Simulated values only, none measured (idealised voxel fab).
process module | voxel spacer lines
cross-section cut | 290 nm wide | cells 5 nm
A cross-section is a grid of square cells, given in bands from the top down. A band is one or more rows of cells.
Each band's line starts with the height of the band's top and of its bottom, in nm. Then come its materials from left to right, each with its width in nm. One material with "throughout" fills the band from edge to edge. "air" is empty space.
Height 0 is the level under which the wafer as received is all one material. The lowest band goes on downwards, as in "0 down".
A width such as "30 to 40" changes by the same amount from each row of cells to the next, from the band's top row to its bottom row.
"no change" after a step means that no cell of the cross-section changed.
closed voids: empty space of 8 cells or more with no open way to the top, each as width x height at its distance from the left edge, in nm
after a step's settings: what the simulator itself notes on the step
overlay nm, on a step with a mask: how far to the right of its planned place the mask lay; to the left if negative
plan
1 op RECEIVE | material Si
2 op CONFORMAL_DEP | material Al2O3 | thk nm 10
3 op DIRECTIONAL_DEP | material W | thk nm 15
4 op DIRECTIONAL_DEP | material aC | thk nm 25
5 op PATTERN | tone cover | mask id MANDREL | material resist | width nm 25 | pitch nm 80 | thk nm 30 | overlay nm 0
6 op DIRECTIONAL_ETCH | etch materials aC | depth nm 25
7 op STRIP | etch materials resist
8 op CONFORMAL_DEP | material SiN | thk nm 15
9 op DIRECTIONAL_ETCH | etch materials SiN | depth nm 15
10 op STRIP | etch materials aC
11 op DIRECTIONAL_ETCH | etch materials W | depth nm 15
12 op STRIP | etch materials SiN
first wafer, as planned
as received, after step 1
  0 down: Si throughout
  closed voids: none
after step 2
  10 to 0: Al2O3 throughout
  below 0: unchanged
after step 3
  25 to 10: W throughout
  below 10: unchanged
after step 4
  50 to 25: aC throughout
  below 25: unchanged
after step 5
  80 to 50: air 90 | resist 25 | air 55 | resist 25 | air 95
  below 50: unchanged
after step 6
  55 to 50: air 90 | resist 25 | air 55 | resist 25 | air 95
  50 to 25: air 90 | aC 25 | air 55 | aC 25 | air 95
  below 25: unchanged
after step 7
  50 to 25: air 90 | aC 25 | air 55 | aC 25 | air 95
  below 25: unchanged
after step 8
  65 to 50: air 75 | SiN 55 | air 25 | SiN 55 | air 80
  50 to 40: air 75 | SiN 15 | aC 25 | SiN 15 | air 25 | SiN 15 | aC 25 | SiN 15 | air 80
  40 to 25: SiN 90 | aC 25 | SiN 55 | aC 25 | SiN 95
  below 25: unchanged
after step 9
  50 to 25: air 75 | SiN 15 | aC 25 | SiN 15 | air 25 | SiN 15 | aC 25 | SiN 15 | air 80
  below 25: unchanged
after step 10
  50 to 25: air 75 | SiN 15 | air 25 | SiN 15 | air 25 | SiN 15 | air 25 | SiN 15 | air 80
  below 25: unchanged
after step 11
  50 to 25: air 75 | SiN 15 | air 25 | SiN 15 | air 25 | SiN 15 | air 25 | SiN 15 | air 80
  25 to 10: air 75 | W 15 | air 25 | W 15 | air 25 | W 15 | air 25 | W 15 | air 80
  below 10: unchanged
after step 12
  25 to 10: air 75 | W 15 | air 25 | W 15 | air 25 | W 15 | air 25 | W 15 | air 80
  below 10: unchanged
second wafer: like start, like plan, one mistake. Through step 1 it matches the first wafer
when step 2 should have ended
  15 to 0: Al2O3 throughout
  below 0: unchanged
when step 3 should have ended
  30 to 15: W throughout
  below 15: unchanged
when step 4 should have ended
  55 to 30: aC throughout
  below 30: unchanged
when step 5 should have ended
  85 to 55: air 90 | resist 25 | air 55 | resist 25 | air 95
  below 55: unchanged
when step 6 should have ended
  60 to 55: air 90 | resist 25 | air 55 | resist 25 | air 95
  55 to 30: air 90 | aC 25 | air 55 | aC 25 | air 95
  below 30: unchanged
when step 7 should have ended
  55 to 30: air 90 | aC 25 | air 55 | aC 25 | air 95
  below 30: unchanged
when step 8 should have ended
  70 to 55: air 75 | SiN 55 | air 25 | SiN 55 | air 80
  55 to 45: air 75 | SiN 15 | aC 25 | SiN 15 | air 25 | SiN 15 | aC 25 | SiN 15 | air 80
  45 to 30: SiN 90 | aC 25 | SiN 55 | aC 25 | SiN 95
  below 30: unchanged
when step 9 should have ended
  55 to 30: air 75 | SiN 15 | aC 25 | SiN 15 | air 25 | SiN 15 | aC 25 | SiN 15 | air 80
  below 30: unchanged
when step 10 should have ended
  55 to 30: air 75 | SiN 15 | air 25 | SiN 15 | air 25 | SiN 15 | air 25 | SiN 15 | air 80
  below 30: unchanged
when step 11 should have ended
  55 to 30: air 75 | SiN 15 | air 25 | SiN 15 | air 25 | SiN 15 | air 25 | SiN 15 | air 80
  30 to 15: air 75 | W 15 | air 25 | W 15 | air 25 | W 15 | air 25 | W 15 | air 80
  below 15: unchanged
when step 12 should have ended
  30 to 15: air 75 | W 15 | air 25 | W 15 | air 25 | W 15 | air 25 | W 15 | air 80
  below 15: unchanged
what went wrong: step 2 ran as: op CONFORMAL_DEP | material Al2O3 | thk nm 15
at the end the second wafer has, in cells: 58 more of Al2O3
